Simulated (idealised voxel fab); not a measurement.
process module | voxel self aligned contacts
cross-section cut | 155 nm wide | cells 5 nm
A cross-section is a grid of square cells, given in bands from the top down. A band is one or more rows of cells.
Each band's line starts with the height of the band's top and of its bottom, in nm. Then come its materials from left to right, each with its width in nm. One material with "throughout" fills the band from edge to edge. "air" is empty space.
Height 0 is the level under which the wafer as received is all one material. The lowest band goes on downwards, as in "0 down".
A width such as "30 to 40" changes by the same amount from each row of cells to the next, from the band's top row to its bottom row.
"no change" after a step means that no cell of the cross-section changed.
closed voids: empty space of 8 cells or more with no open way to the top, each as width x height at its distance from the left edge, in nm
after a step's settings: what the simulator itself notes on the step
overlay nm, on a step with a mask: how far to the right of its planned place the mask lay; to the left if negative
plan
1 op RECEIVE | material Si
2 op OXIDIZE | depth nm 5
3 op DIRECTIONAL_DEP | material polySi | thk nm 30
4 op DIRECTIONAL_DEP | material SiN | thk nm 25
5 op PATTERN | tone cover | mask id GATE | material resist | width nm 25 | pitch nm 65 | thk nm 20 | overlay nm 0
6 op DIRECTIONAL_ETCH | etch materials SiN | depth nm 25
7 op DIRECTIONAL_ETCH | etch materials polySi | depth nm 30
8 op STRIP | etch materials resist
9 op CONFORMAL_DEP | material SiN | thk nm 10
10 op DIRECTIONAL_ETCH | etch materials SiN | depth nm 10
11 op FILL_DEP | material SiO2 | thk nm 20
12 op CMP | height nm 65
13 op PATTERN | tone open | mask id CONTACT | material resist | width nm 50 | thk nm 20 | overlay nm 0
14 op DIRECTIONAL_ETCH | etch materials SiO2 | depth nm 70
15 op STRIP | etch materials resist
16 op CONFORMAL_DEP | material TiN | thk nm 5
17 op FILL_DEP | material W | thk nm 5
18 op CMP | height nm 65
19 op CONFORMAL_DEP | material SiN | thk nm 5
as received, after step 1
  0 down: Si throughout
  closed voids: none
a wafer at the end: this start, this plan, one mistake
  70 to 65: SiN throughout
  65 to 60: SiO2 20 | SiN 45 | TiN 5 | W 10 | TiN 5 | SiN 45 | SiO2 25
  60 to 55: SiO2 20 | SiN 45 | TiN 20 | SiN 45 | SiO2 25
  55 to 30: SiN throughout
  30 to 0: polySi throughout
  0 to -5: SiO2 throughout
  -5 down: Si throughout
  closed voids: none
what went wrong: step 4 was run twice
